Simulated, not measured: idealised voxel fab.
The following process module bears the name voxel transistor to metal.
It is cross-section cut that appears here, measuring 210 nm in width, its square cells being 5 nm in size.
For the purposes of this document, a cross-section shall be understood as a grid of square cells, specified as bands listed in top-to-bottom order, each band consisting of one or more rows of cells. It is stipulated that each band's entry specify, in nanometres, the height of the top of the band and then that of its bottom, followed by the materials of the band in left-to-right sequence, each together with its width in nanometres. A single material marked by the word "everywhere" is understood to fill the band from edge to edge; the word "empty" is understood to denote empty space. Note: height 0 marks the level under which the wafer is uniformly one material as received. Lowest band unbounded below, written "0 nm and below". Read "30->40" as a graded width: first number on top, second number at the bottom, same change between each pair of neighbouring rows. For the purposes of this document, the phrase "no change" attached to a step denotes that no cell within the cross-section was modified by that step. Entry "Voids lacking openings" = empty spaces >= 8 cells with no open way to the top; each as width x height at distance, distance from left edge, all nm. Step line, after settings: the simulator's comment on this step. overlay nm, on a step with a mask: how far to the right of its planned place the mask lay; to the left if negative.
Steps in the process plan
1) RECEIVE [material Si]
2) CONFORMAL_DEP [material SiO2] [thk nm 5]
3) CONFORMAL_DEP [material SiN] [thk nm 10]
4) MASKED_ETCH [tone cover] [mask id ACTIVE] [width nm 115] [etch materials SiN] [depth nm 10] [overlay nm 0]
5) MASKED_ETCH [tone cover] [mask id ACTIVE] [width nm 115] [etch materials SiO2] [depth nm 5] [overlay nm 0]
6) MASKED_ETCH [tone cover] [mask id ACTIVE] [width nm 115] [etch materials Si] [depth nm 35] [overlay nm 0]
7) OXIDIZE [depth nm 5]
8) FILL_DEP [material SiO2] [thk nm 15]
9) CMP [height nm 15]
10) SELECTIVE_ETCH [etch materials SiO2] [depth nm 5]
11) STRIP [etch materials SiN]
12) SELECTIVE_ETCH [etch materials SiO2] [depth nm 5]
13) OXIDIZE [depth nm 5]
14) DIRECTIONAL_DEP [material polySi] [thk nm 30]
15) DIRECTIONAL_DEP [material SiCN] [thk nm 10]
16) PATTERN [tone cover] [mask id GATE] [material resist] [width nm 25] [thk nm 15] [overlay nm -15]
17) DIRECTIONAL_ETCH [etch materials SiCN] [depth nm 20]
18) DIRECTIONAL_ETCH [etch materials polySi] [depth nm 40]
19) STRIP [etch materials resist]
20) CONFORMAL_DEP [material SiN] [thk nm 10]
21) DIRECTIONAL_ETCH [etch materials SiN] [depth nm 10]
22) DIRECTIONAL_ETCH [etch materials SiO2] [depth nm 5]
23) EPI [material nSi] [thk nm 5]
24) FILL_DEP [material SiO2] [thk nm 5]
25) CMP [height nm 40]
26) DIRECTIONAL_DEP [material SiO2] [thk nm 10]
27) DIRECTIONAL_DEP [material aC] [thk nm 10]
28) PATTERN [tone open] [mask id CONTACT] [material resist] [width nm 20] [pitch nm 75] [thk nm 30] [overlay nm 0]
29) DIRECTIONAL_ETCH [etch materials aC] [depth nm 10]
30) STRIP [etch materials resist]
31) DIRECTIONAL_ETCH [etch materials SiO2] [depth nm 50]
32) STRIP [etch materials aC]
33) CONFORMAL_DEP [material TiN] [thk nm 5]
34) FILL_DEP [material Ru] [thk nm 5]
35) CMP [height nm 50]
36) CONFORMAL_DEP [material SiCN] [thk nm 5]
37) DIRECTIONAL_DEP [material lowk] [thk nm 15]
38) PATTERN [tone open] [mask id METAL_1] [material resist] [width nm 20] [pitch nm 75] [thk nm 20] [overlay nm 0]
39) DIRECTIONAL_ETCH [etch materials lowk] [depth nm 15]
40) DIRECTIONAL_ETCH [etch materials SiCN] [depth nm 5]
41) STRIP [etch materials resist]
42) CONFORMAL_DEP [material TiN] [thk nm 5]
43) FILL_DEP [material W] [thk nm 5]
44) CMP [height nm 70]
45) CONFORMAL_DEP [material SiN] [thk nm 5]
Across this set of wafers, the varied parameter is the overlay nm of step 16. Starting conditions are identical for every wafer, and the plan reports the value assigned to the first wafer.
Cross-section, first of several wafers, as delivered after step 1
	0 nm and below: Si everywhere
	Voids lacking openings: none
Depicted here is the first of several wafers in cross-section, at module completion following the last step, step 45
	75 nm to 70 nm: SiN everywhere
	70 nm to 55 nm: lowk 55 nm, TiN 5 nm, W 10 nm, TiN 5 nm, lowk 55 nm, TiN 5 nm, W 10 nm, TiN 5 nm, lowk 60 nm
	55 nm to 50 nm: SiCN 55 nm, TiN 20 nm, SiCN 55 nm, TiN 20 nm, SiCN 60 nm
	50 nm to 45 nm: SiO2 55 nm, TiN 5 nm, Ru 10 nm, TiN 5 nm, SiO2 55 nm, TiN 5 nm, Ru 10 nm, TiN 5 nm, SiO2 60 nm
	45 nm to 40 nm: SiO2 55 nm, TiN 20 nm, SiO2 55 nm, TiN 5 nm, Ru 10 nm, TiN 5 nm, SiO2 60 nm
	40 nm to 30 nm: SiO2 55 nm, TiN 10 nm, SiN 10 nm, SiCN 25 nm, SiN 10 nm, SiO2 20 nm, TiN 5 nm, Ru 10 nm, TiN 5 nm, SiO2 60 nm
	30 nm to 5 nm: SiO2 55 nm, TiN 10 nm, SiN 10 nm, polySi 25 nm, SiN 10 nm, SiO2 20 nm, TiN 5 nm, Ru 10 nm, TiN 5 nm, SiO2 60 nm
	5 nm to 0 nm: SiO2 40 nm, SiN 10 nm, SiO2 5 nm, TiN 10 nm, SiN 10 nm, polySi 25 nm, SiN 10 nm, SiO2 20 nm, TiN 20 nm, SiO2 5 nm, SiN 10 nm, SiO2 45 nm
	0 nm to -5 nm: SiO2 50 nm, nSi 15 nm, SiO2 45 nm, nSi 45 nm, SiO2 55 nm
	-5 nm to -40 nm: SiO2 50 nm, Si 105 nm, SiO2 55 nm
	-40 nm and below: Si everywhere
	Voids lacking openings: none
Module end, final wafer: cross-section
	75 nm to 70 nm: SiN everywhere
	70 nm to 55 nm: lowk 55 nm, TiN 5 nm, W 10 nm, TiN 5 nm, lowk 55 nm, TiN 5 nm, W 10 nm, TiN 5 nm, lowk 60 nm
	55 nm to 50 nm: SiCN 55 nm, TiN 20 nm, SiCN 55 nm, TiN 20 nm, SiCN 60 nm
	50 nm to 45 nm: SiO2 55 nm, TiN 5 nm, Ru 10 nm, TiN 5 nm, SiO2 55 nm, TiN 5 nm, Ru 10 nm, TiN 5 nm, SiO2 60 nm
	45 nm to 40 nm: SiO2 55 nm, TiN 5 nm, Ru 10 nm, TiN 5 nm, SiO2 55 nm, TiN 20 nm, SiO2 60 nm
	40 nm to 30 nm: SiO2 55 nm, TiN 5 nm, Ru 10 nm, TiN 5 nm, SiO2 20 nm, SiN 10 nm, SiCN 25 nm, SiN 10 nm, TiN 10 nm, SiO2 60 nm
	30 nm to 5 nm: SiO2 55 nm, TiN 5 nm, Ru 10 nm, TiN 5 nm, SiO2 20 nm, SiN 10 nm, polySi 25 nm, SiN 10 nm, TiN 10 nm, SiO2 60 nm
	5 nm to 0 nm: SiO2 40 nm, SiN 10 nm, SiO2 5 nm, TiN 20 nm, SiO2 20 nm, SiN 10 nm, polySi 25 nm, SiN 10 nm, TiN 10 nm, SiO2 5 nm, SiN 10 nm, SiO2 45 nm
	0 nm to -5 nm: SiO2 50 nm, nSi 45 nm, SiO2 45 nm, nSi 15 nm, SiO2 55 nm
	-5 nm to -40 nm: SiO2 50 nm, Si 105 nm, SiO2 55 nm
	-40 nm and below: Si everywhere
	Voids lacking openings: none
Table: wafers, a row each; end-of-module cell change per material since receipt, gain (+), loss (-); then closed voids
overlay nm -15 | +20 Ru | -189 Si | +44 SiCN | +78 SiN | +457 SiO2 | +64 TiN | +12 W | +102 lowk | +12 nSi | +30 polySi | Voids lacking openings: none
overlay nm -10 | +28 Ru | -189 Si | +44 SiCN | +78 SiN | +449 SiO2 | +64 TiN | +12 W | +102 lowk | +12 nSi | +30 polySi | Voids lacking openings: none
overlay nm -5 | +36 Ru | -189 Si | +44 SiCN | +78 SiN | +441 SiO2 | +64 TiN | +12 W | +102 lowk | +12 nSi | +30 polySi | Voids lacking openings: none
overlay nm 0 | +36 Ru | -189 Si | +44 SiCN | +78 SiN | +441 SiO2 | +64 TiN | +12 W | +102 lowk | +12 nSi | +30 polySi | Voids lacking openings: none
overlay nm 5 | +36 Ru | -189 Si | +44 SiCN | +78 SiN | +441 SiO2 | +64 TiN | +12 W | +102 lowk | +12 nSi | +30 polySi | Voids lacking openings: none
overlay nm 10 | +28 Ru | -189 Si | +44 SiCN | +78 SiN | +449 SiO2 | +64 TiN | +12 W | +102 lowk | +12 nSi | +30 polySi | Voids lacking openings: none
overlay nm 15 | +20 Ru | -189 Si | +44 SiCN | +78 SiN | +457 SiO2 | +64 TiN | +12 W | +102 lowk | +12 nSi | +30 polySi | Voids lacking openings: none
